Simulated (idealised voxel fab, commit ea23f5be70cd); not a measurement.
The following process module bears the name voxel self aligned contacts.
Cross-section cut spans 245 nm and uses square cells 5 nm in size.
Bands, listed from the top down, are how a cross-section gets written in this document; the cross-section itself is a grid of square cells, and a band is one or more rows of them.
Top, bottom (nm), then materials left to right with widths (nm); lone material tagged "all across" fills the whole band edge to edge; "blank" = empty space.
Heights are reckoned from 0. Under this level, the received wafer is all of one material. The bottommost band is open-ended downward, for example "0 and below".
With a width like "30->40", each row of cells in the band differs from the next by the same amount, the top row carrying the first number and the bottom row the second.
Any step labelled "remains unaltered" changed none of the cells in the cross-section.
In "Trapped voids" the enclosed voids are listed, meaning empty spaces of 8 cells or larger without any opening to the top. The form is width x height at distance, distance from the left edge, units nm.
Text after the settings on a step's line: the simulator's own remark on that step.
When a step includes a mask, the "overlay nm" setting on its line states how far to the right of its planned place that mask lay, and negative values state how far to the left.

# Steps planned for the process
1,op RECEIVE | material Si
2,op CONFORMAL_DEP | material SiO2 | thk nm 5
3,op DIRECTIONAL_DEP | material polySi | thk nm 20
4,op DIRECTIONAL_DEP | material SiN | thk nm 20
5,op DIRECTIONAL_DEP | material aC | thk nm 10
6,op PATTERN | tone cover | mask id GATE | material resist | width nm 25 | pitch nm 55 | thk nm 25 | overlay nm 0
7,op DIRECTIONAL_ETCH | etch materials aC | depth nm 10
8,op STRIP | etch materials resist
9,op DIRECTIONAL_ETCH | etch materials SiN | depth nm 20
10,op DIRECTIONAL_ETCH | etch materials polySi | depth nm 20
11,op STRIP | etch materials aC
12,op CONFORMAL_DEP | material SiN | thk nm 5
13,op DIRECTIONAL_ETCH | etch materials SiN | depth nm 5
14,op FILL_DEP | material SiO2 | thk nm 15
15,op CMP | height nm 55
16,op MASKED_ETCH | tone open | mask id CONTACT | width nm 40 | pitch nm 55 | etch materials SiO2 | depth nm 55 | overlay nm 0
17,op CONFORMAL_DEP | material TiN | thk nm 5
18,op FILL_DEP | material Ru | thk nm 5
19,op CMP | height nm 55
20,op CONFORMAL_DEP | material SiCN | thk nm 5

# Incoming wafer, cross-sectional view, post step 1
    0 and below | Si all across
    Trapped voids: none

# Cross-sectional view of the first of the two wafers upon completion of the module, processed in accordance with the plan
    60 down to 55 | SiCN all across
    55 down to 45 | SiO2: 75, TiN: 5->15, Ru: 30->10, TiN: 5->15, SiO2: 15, TiN: 5->15, Ru: 30->10, TiN: 5->15, SiO2: 75
    45 down to 25 | SiO2: 50, SiN: 35, TiN: 5, Ru: 10, TiN: 5, SiN: 35, TiN: 5, Ru: 10, TiN: 5, SiN: 35, SiO2: 50
    25 down to 5 | SiO2: 50, SiN: 5, polySi: 25, SiN: 5, TiN: 5, Ru: 10, TiN: 5, SiN: 5, polySi: 25, SiN: 5, TiN: 5, Ru: 10, TiN: 5, SiN: 5, polySi: 25, SiN: 5, SiO2: 50
    5 down to 0 | SiO2: 85, TiN: 20, SiO2: 35, TiN: 20, SiO2: 85
    0 and below | Si all across
    Trapped voids: none

# Module end: cross-section of wafer two of two. Same start and process plan as the first wafer. One mistake during execution
    60 down to 55 | SiCN all across
    55 down to 45 | SiO2: 75, TiN: 5, Ru: 30, TiN: 5, SiO2: 15, TiN: 5, Ru: 30, TiN: 5, SiO2: 75
    45 down to 40 | SiO2: 75, TiN: 10, Ru: 20, TiN: 10, SiO2: 15, TiN: 10, Ru: 20, TiN: 10, SiO2: 75
    40 down to 25 | SiO2: 55, SiN: 25, TiN: 5, Ru: 20, TiN: 5, SiN: 25, TiN: 5, Ru: 20, TiN: 5, SiN: 25, SiO2: 55
    25 down to 5 | SiO2: 55, polySi: 25, TiN: 5, Ru: 20, TiN: 5, polySi: 25, TiN: 5, Ru: 20, TiN: 5, polySi: 25, SiO2: 55
    5 down to 0 | SiO2: 80, TiN: 30, SiO2: 25, TiN: 30, SiO2: 80
    0 and below | Si all across
    Trapped voids: none
Diagnosis: no execution of plan step 12; skipped
Once processing is complete, comparing cell counts shows that the second wafer has more or fewer of certain materials than the first: 40 more of Ru; 63 fewer of SiN; 23 more of SiO2
